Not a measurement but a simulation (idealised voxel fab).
Process module heading - voxel double patterning
Square cell edge 5 nm, section width 210 nm, ID cut.
Cross-section format: a grid of square cells, given as bands from top to bottom; each band is one or more rows of cells.
Per band: top height and bottom height in nm, followed by the left-to-right materials and their widths in nm; "everywhere" marks a single material spanning edge to edge, "air" marks empty space.
For the purposes of this specification, 0 denotes the height below which the wafer in its as-received condition is composed wholly of one material, and the lowermost band, lacking a lower limit, extends downward without end, as expressed in "0 down".
Think of "30->40" as a width that walks from the first number to the second as you go down the band, top row to bottom row, taking equal-sized steps from row to row.
Any step labelled "no change occurred" changed none of the cells in the cross-section.
The label "Trapped voids" introduces a list of the empty spaces, 8 cells or larger, that have no open way up to the top; each entry in it reads width x height at distance, where the distance is taken from the left edge and all three are stated in nm.
Note: text after step settings on the step line = simulator remark on that step.
"overlay nm" denotes, for a step that has a mask, the displacement of the mask to the right of its planned place, with negative values corresponding to the left.

SET OUT BELOW ARE THE PLANNED STEPS OF THE PROCESS
1: RECEIVE: material Si
2: CONFORMAL_DEP: material SiO2, thk nm 5
3: DIRECTIONAL_DEP: material W, thk nm 20
4: DIRECTIONAL_DEP: material SiN, thk nm 10
5: DIRECTIONAL_DEP: material aC, thk nm 10
6: PATTERN: tone open, mask id FIRST, material resist, width nm 15, pitch nm 50, thk nm 30, overlay nm 0
7: DIRECTIONAL_ETCH: etch materials aC, depth nm 10
8: STRIP: etch materials resist
9: DIRECTIONAL_ETCH: etch materials SiN, depth nm 10
10: STRIP: etch materials aC
11: DIRECTIONAL_DEP: material aC, thk nm 15
12: PATTERN: tone open, mask id SECOND, material resist, width nm 15, thk nm 35, overlay nm 0
13: DIRECTIONAL_ETCH: etch materials aC, depth nm 15
14: STRIP: etch materials resist
15: DIRECTIONAL_ETCH: etch materials SiN, depth nm 10
16: STRIP: etch materials aC
17: DIRECTIONAL_ETCH: etch materials W, depth nm 20
18: STRIP: etch materials SiN

WAFER, FIRST OF TWO, RUN AS PLANNED

AS-RECEIVED WAFER CROSS-SECTION (AFTER STEP 1)
0 down: Si everywhere
Trapped voids: none

HOW THE WAFER STANDS IN SECTION AFTER STEP 2
5 to 0: SiO2 everywhere
Below 0 it's all the same as before, nothing changed down there.

HOW THE WAFER STANDS IN SECTION AFTER STEP 3
25 to 5: W everywhere
Below 5 it's all the same as before, nothing changed down there.

HOW THE WAFER STANDS IN SECTION AFTER STEP 4
35 to 25: SiN everywhere
Below 25 it's all the same as before, nothing changed down there.

HOW THE WAFER STANDS IN SECTION AFTER STEP 5
45 to 35: aC everywhere
Below 35 it's all the same as before, nothing changed down there.

HOW THE WAFER STANDS IN SECTION AFTER STEP 6
75 to 45: 70 nm resist; 15 nm air; 35 nm resist; 15 nm air; 75 nm resist
Below 45 it's all the same as before, nothing changed down there.

HOW THE WAFER STANDS IN SECTION AFTER STEP 7
65 to 45: 70 nm resist; 15 nm air; 35 nm resist; 15 nm air; 75 nm resist
45 to 35: 70 nm aC; 15 nm air; 35 nm aC; 15 nm air; 75 nm aC
Below 35 it's all the same as before, nothing changed down there.

HOW THE WAFER STANDS IN SECTION AFTER STEP 8
45 to 35: 70 nm aC; 15 nm air; 35 nm aC; 15 nm air; 75 nm aC
Below 35 it's all the same as before, nothing changed down there.

HOW THE WAFER STANDS IN SECTION AFTER STEP 9
45 to 35: 70 nm aC; 15 nm air; 35 nm aC; 15 nm air; 75 nm aC
35 to 25: 70 nm SiN; 15 nm air; 35 nm SiN; 15 nm air; 75 nm SiN
Below 25 it's all the same as before, nothing changed down there.

HOW THE WAFER STANDS IN SECTION AFTER STEP 10
35 to 25: 70 nm SiN; 15 nm air; 35 nm SiN; 15 nm air; 75 nm SiN
Below 25 it's all the same as before, nothing changed down there.

HOW THE WAFER STANDS IN SECTION AFTER STEP 11
50 to 40: 70 nm aC; 15 nm air; 35 nm aC; 15 nm air; 75 nm aC
40 to 35: aC everywhere
35 to 25: 70 nm SiN; 15 nm aC; 35 nm SiN; 15 nm aC; 75 nm SiN
Below 25 it's all the same as before, nothing changed down there.

HOW THE WAFER STANDS IN SECTION AFTER STEP 12
85 to 50: 95 nm resist; 15 nm air; 100 nm resist
50 to 40: 70 nm aC; 15 nm resist; 35 nm aC; 15 nm resist; 75 nm aC
Below 40 it's all the same as before, nothing changed down there.

HOW THE WAFER STANDS IN SECTION AFTER STEP 13
70 to 50: 95 nm resist; 15 nm air; 100 nm resist
50 to 40: 70 nm aC; 15 nm resist; 10 nm aC; 15 nm air; 10 nm aC; 15 nm resist; 75 nm aC
40 to 35: 95 nm aC; 15 nm air; 100 nm aC
Below 35 it's all the same as before, nothing changed down there.

HOW THE WAFER STANDS IN SECTION AFTER STEP 14
50 to 40: 70 nm aC; 15 nm air; 10 nm aC; 15 nm air; 10 nm aC; 15 nm air; 75 nm aC
Below 40 it's all the same as before, nothing changed down there.

HOW THE WAFER STANDS IN SECTION AFTER STEP 15
50 to 40: 70 nm aC; 15 nm air; 10 nm aC; 15 nm air; 10 nm aC; 15 nm air; 75 nm aC
40 to 35: 95 nm aC; 15 nm air; 100 nm aC
35 to 25: 70 nm SiN; 15 nm aC; 10 nm SiN; 15 nm air; 10 nm SiN; 15 nm aC; 75 nm SiN
Below 25 it's all the same as before, nothing changed down there.

HOW THE WAFER STANDS IN SECTION AFTER STEP 16
35 to 25: 70 nm SiN; 15 nm air; 10 nm SiN; 15 nm air; 10 nm SiN; 15 nm air; 75 nm SiN
Below 25 it's all the same as before, nothing changed down there.

HOW THE WAFER STANDS IN SECTION AFTER STEP 17
35 to 25: 70 nm SiN; 15 nm air; 10 nm SiN; 15 nm air; 10 nm SiN; 15 nm air; 75 nm SiN
25 to 5: 70 nm W; 15 nm air; 10 nm W; 15 nm air; 10 nm W; 15 nm air; 75 nm W
Below 5 it's all the same as before, nothing changed down there.

HOW THE WAFER STANDS IN SECTION AFTER STEP 18
25 to 5: 70 nm W; 15 nm air; 10 nm W; 15 nm air; 10 nm W; 15 nm air; 75 nm W
Below 5 it's all the same as before, nothing changed down there.

SECOND OF TWO: SAME START, SAME PLAN, ONE RUN ERROR; STEPS UP TO AND INCLUDING 2 MATCH THE FIRST

SECOND WAFER CROSS-SECTION, TAKEN AS OF THE TIME THE PLAN SETS FOR STEP 3 TO BE DONE
15 to 5: W everywhere
Below 5 it's all the same as before, nothing changed down there.

SECOND WAFER CROSS-SECTION, TAKEN AS OF THE TIME THE PLAN SETS FOR STEP 4 TO BE DONE
25 to 15: SiN everywhere
Below 15 it's all the same as before, nothing changed down there.

SECOND WAFER CROSS-SECTION, TAKEN AS OF THE TIME THE PLAN SETS FOR STEP 5 TO BE DONE
35 to 25: aC everywhere
Below 25 it's all the same as before, nothing changed down there.

SECOND WAFER CROSS-SECTION, TAKEN AS OF THE TIME THE PLAN SETS FOR STEP 6 TO BE DONE
65 to 35: 70 nm resist; 15 nm air; 35 nm resist; 15 nm air; 75 nm resist
Below 35 it's all the same as before, nothing changed down there.

SECOND WAFER CROSS-SECTION, TAKEN AS OF THE TIME THE PLAN SETS FOR STEP 7 TO BE DONE
55 to 35: 70 nm resist; 15 nm air; 35 nm resist; 15 nm air; 75 nm resist
35 to 25: 70 nm aC; 15 nm air; 35 nm aC; 15 nm air; 75 nm aC
Below 25 it's all the same as before, nothing changed down there.

SECOND WAFER CROSS-SECTION, TAKEN AS OF THE TIME THE PLAN SETS FOR STEP 8 TO BE DONE
35 to 25: 70 nm aC; 15 nm air; 35 nm aC; 15 nm air; 75 nm aC
Below 25 it's all the same as before, nothing changed down there.

SECOND WAFER CROSS-SECTION, TAKEN AS OF THE TIME THE PLAN SETS FOR STEP 9 TO BE DONE
35 to 25: 70 nm aC; 15 nm air; 35 nm aC; 15 nm air; 75 nm aC
25 to 15: 70 nm SiN; 15 nm air; 35 nm SiN; 15 nm air; 75 nm SiN
Below 15 it's all the same as before, nothing changed down there.

SECOND WAFER CROSS-SECTION, TAKEN AS OF THE TIME THE PLAN SETS FOR STEP 10 TO BE DONE
25 to 15: 70 nm SiN; 15 nm air; 35 nm SiN; 15 nm air; 75 nm SiN
Below 15 it's all the same as before, nothing changed down there.

SECOND WAFER CROSS-SECTION, TAKEN AS OF THE TIME THE PLAN SETS FOR STEP 11 TO BE DONE
40 to 30: 70 nm aC; 15 nm air; 35 nm aC; 15 nm air; 75 nm aC
30 to 25: aC everywhere
25 to 15: 70 nm SiN; 15 nm aC; 35 nm SiN; 15 nm aC; 75 nm SiN
Below 15 it's all the same as before, nothing changed down there.

SECOND WAFER CROSS-SECTION, TAKEN AS OF THE TIME THE PLAN SETS FOR STEP 12 TO BE DONE
75 to 40: 95 nm resist; 15 nm air; 100 nm resist
40 to 30: 70 nm aC; 15 nm resist; 35 nm aC; 15 nm resist; 75 nm aC
Below 30 it's all the same as before, nothing changed down there.

SECOND WAFER CROSS-SECTION, TAKEN AS OF THE TIME THE PLAN SETS FOR STEP 13 TO BE DONE
60 to 40: 95 nm resist; 15 nm air; 100 nm resist
40 to 30: 70 nm aC; 15 nm resist; 10 nm aC; 15 nm air; 10 nm aC; 15 nm resist; 75 nm aC
30 to 25: 95 nm aC; 15 nm air; 100 nm aC
Below 25 it's all the same as before, nothing changed down there.

SECOND WAFER CROSS-SECTION, TAKEN AS OF THE TIME THE PLAN SETS FOR STEP 14 TO BE DONE
40 to 30: 70 nm aC; 15 nm air; 10 nm aC; 15 nm air; 10 nm aC; 15 nm air; 75 nm aC
Below 30 it's all the same as before, nothing changed down there.

SECOND WAFER CROSS-SECTION, TAKEN AS OF THE TIME THE PLAN SETS FOR STEP 15 TO BE DONE
40 to 30: 70 nm aC; 15 nm air; 10 nm aC; 15 nm air; 10 nm aC; 15 nm air; 75 nm aC
30 to 25: 95 nm aC; 15 nm air; 100 nm aC
25 to 15: 70 nm SiN; 15 nm aC; 10 nm SiN; 15 nm air; 10 nm SiN; 15 nm aC; 75 nm SiN
Below 15 it's all the same as before, nothing changed down there.

SECOND WAFER CROSS-SECTION, TAKEN AS OF THE TIME THE PLAN SETS FOR STEP 16 TO BE DONE
25 to 15: 70 nm SiN; 15 nm air; 10 nm SiN; 15 nm air; 10 nm SiN; 15 nm air; 75 nm SiN
Below 15 it's all the same as before, nothing changed down there.

SECOND WAFER CROSS-SECTION, TAKEN AS OF THE TIME THE PLAN SETS FOR STEP 17 TO BE DONE
25 to 15: 70 nm SiN; 15 nm air; 10 nm SiN; 15 nm air; 10 nm SiN; 15 nm air; 75 nm SiN
15 to 5: 70 nm W; 15 nm air; 10 nm W; 15 nm air; 10 nm W; 15 nm air; 75 nm W
Below 5 it's all the same as before, nothing changed down there.

SECOND WAFER CROSS-SECTION, TAKEN AS OF THE TIME THE PLAN SETS FOR STEP 18 TO BE DONE
15 to 5: 70 nm W; 15 nm air; 10 nm W; 15 nm air; 10 nm W; 15 nm air; 75 nm W
Below 5 it's all the same as before, nothing changed down there.
The plan and the run diverged here: step 3 changed vs plan, executed as DIRECTIONAL_DEP: material W, thk nm 10
End check, counted in cells, second wafer has more or fewer of these materials than the first: -66 W
